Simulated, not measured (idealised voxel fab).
process module | voxel capacitor over wiring
cross-section cut | 220 nm wide | cells 5 nm
A cross-section is a grid of square cells, given in bands from the top down. A band is one or more rows of cells.
Each band's line starts with the height of the band's top and of its bottom, in nm. Then come its materials from left to right, each with its width in nm. One material with "throughout" fills the band from edge to edge. "air" is empty space.
Height 0 is the level under which the wafer as received is all one material. The lowest band goes on downwards, as in "0 down".
A width such as "30 to 40" changes by the same amount from each row of cells to the next, from the band's top row to its bottom row.
"no change" after a step means that no cell of the cross-section changed.
closed voids: empty space of 8 cells or more with no open way to the top, each as width x height at its distance from the left edge, in nm
after a step's settings: what the simulator itself notes on the step
overlay nm, on a step with a mask: how far to the right of its planned place the mask lay; to the left if negative
plan
1 op RECEIVE | material Si
2 op CONFORMAL_DEP | material SiO2 | thk nm 15
3 op DIRECTIONAL_DEP | material TiN | thk nm 5
4 op DIRECTIONAL_DEP | material Ru | thk nm 15
5 op DIRECTIONAL_DEP | material aC | thk nm 10
6 op PATTERN | tone cover | mask id METAL_1 | material resist | width nm 25 | pitch nm 85 | thk nm 30 | overlay nm 0
7 op DIRECTIONAL_ETCH | etch materials aC | depth nm 10
8 op STRIP | etch materials resist
9 op DIRECTIONAL_ETCH | etch materials Ru | depth nm 15
10 op DIRECTIONAL_ETCH | etch materials TiN | depth nm 5
11 op STRIP | etch materials aC
12 op CONFORMAL_DEP | material SiN | thk nm 5
13 op FILL_DEP | material SiO2 | thk nm 5
14 op CMP | height nm 35
15 op CONFORMAL_DEP | material SiCN | thk nm 5
16 op DIRECTIONAL_DEP | material lowk | thk nm 20
17 op PATTERN | tone open | mask id PLUG_1 | material resist | width nm 15 | thk nm 15 | overlay nm 0
18 op DIRECTIONAL_ETCH | etch materials lowk | depth nm 20
19 op DIRECTIONAL_ETCH | etch materials SiCN | depth nm 5
20 op STRIP | etch materials resist
21 op EPI | material Ru | thk nm 10
22 op EPI | material Ru | thk nm 10
23 op EPI | material Ru | thk nm 5
24 op DIRECTIONAL_DEP | material TiN | thk nm 10
25 op DIRECTIONAL_DEP | material Al2O3 | thk nm 5
26 op DIRECTIONAL_DEP | material TiN | thk nm 5
27 op MASKED_ETCH | tone cover | mask id UPPER_PLATE | width nm 65 | etch materials TiN | depth nm 5 | overlay nm 0
28 op MASKED_ETCH | tone cover | mask id UPPER_PLATE | width nm 65 | etch materials Al2O3 | depth nm 5 | overlay nm 0
29 op PATTERN | tone cover | mask id LOWER_PLATE | material resist | width nm 75 | thk nm 20 | overlay nm 0
30 op DIRECTIONAL_ETCH | etch materials TiN | depth nm 10
31 op STRIP | etch materials resist
32 op FILL_DEP | material SiO2 | thk nm 15
33 op CMP | height nm 90
34 op DIRECTIONAL_DEP | material aC | thk nm 10
35 op PATTERN | tone open | mask id PLUG_2 | material resist | width nm 15 | thk nm 30 | overlay nm 0
36 op DIRECTIONAL_ETCH | etch materials aC | depth nm 10
37 op STRIP | etch materials resist
38 op DIRECTIONAL_ETCH | etch materials SiO2 | depth nm 10
39 op STRIP | etch materials aC
40 op CONFORMAL_DEP | material TiN | thk nm 5
41 op FILL_DEP | material W | thk nm 5
42 op CMP | height nm 90
43 op CONFORMAL_DEP | material SiCN | thk nm 5
as received, after step 1
  0 down: Si throughout
  closed voids: none
first wafer at the end, as planned
  95 to 90: SiCN throughout
  90 to 85: SiO2 75 | TiN 5 | W 5 | TiN 5 | SiO2 130
  85 to 75: SiO2 75 to 65 | TiN 15 to 65 | SiO2 130 to 90
  75 to 70: SiO2 65 | Al2O3 65 | SiO2 90
  70 to 60: SiO2 60 | TiN 75 | SiO2 85
  60 to 40: lowk 65 | Ru 15 | lowk 140
  40 to 35: SiCN 65 | Ru 15 | SiCN 140
  35 to 20: SiO2 50 | SiN 5 | Ru 25 | SiN 5 | SiO2 50 | SiN 5 | Ru 25 | SiN 5 | SiO2 50
  20 to 15: SiN 55 | TiN 25 | SiN 60 | TiN 25 | SiN 55
  15 to 0: SiO2 throughout
  0 down: Si throughout
  closed voids: none
second wafer at the end: like start, like plan, one mistake
  95 to 90: SiCN throughout
  90 to 85: SiO2 75 | TiN 5 | W 5 | TiN 5 | SiO2 130
  85 to 75: SiO2 75 to 65 | TiN 15 to 65 | SiO2 130 to 90
  75 to 70: SiO2 65 | Al2O3 75 | SiO2 80
  70 to 60: SiO2 60 | TiN 80 | SiO2 80
  60 to 40: lowk 65 | Ru 15 | lowk 140
  40 to 35: SiCN 65 | Ru 15 | SiCN 140
  35 to 20: SiO2 50 | SiN 5 | Ru 25 | SiN 5 | SiO2 50 | SiN 5 | Ru 25 | SiN 5 | SiO2 50
  20 to 15: SiN 55 | TiN 25 | SiN 60 | TiN 25 | SiN 55
  15 to 0: SiO2 throughout
  0 down: Si throughout
  closed voids: none
what went wrong: step 28 ran as: op MASKED_ETCH | tone cover | mask id UPPER_PLATE | width nm 65 | etch materials Al2O3 | depth nm 5 | overlay nm 10
at the end the second wafer has, in cells: 2 more of Al2O3 | 4 fewer of SiO2 | 2 more of TiN
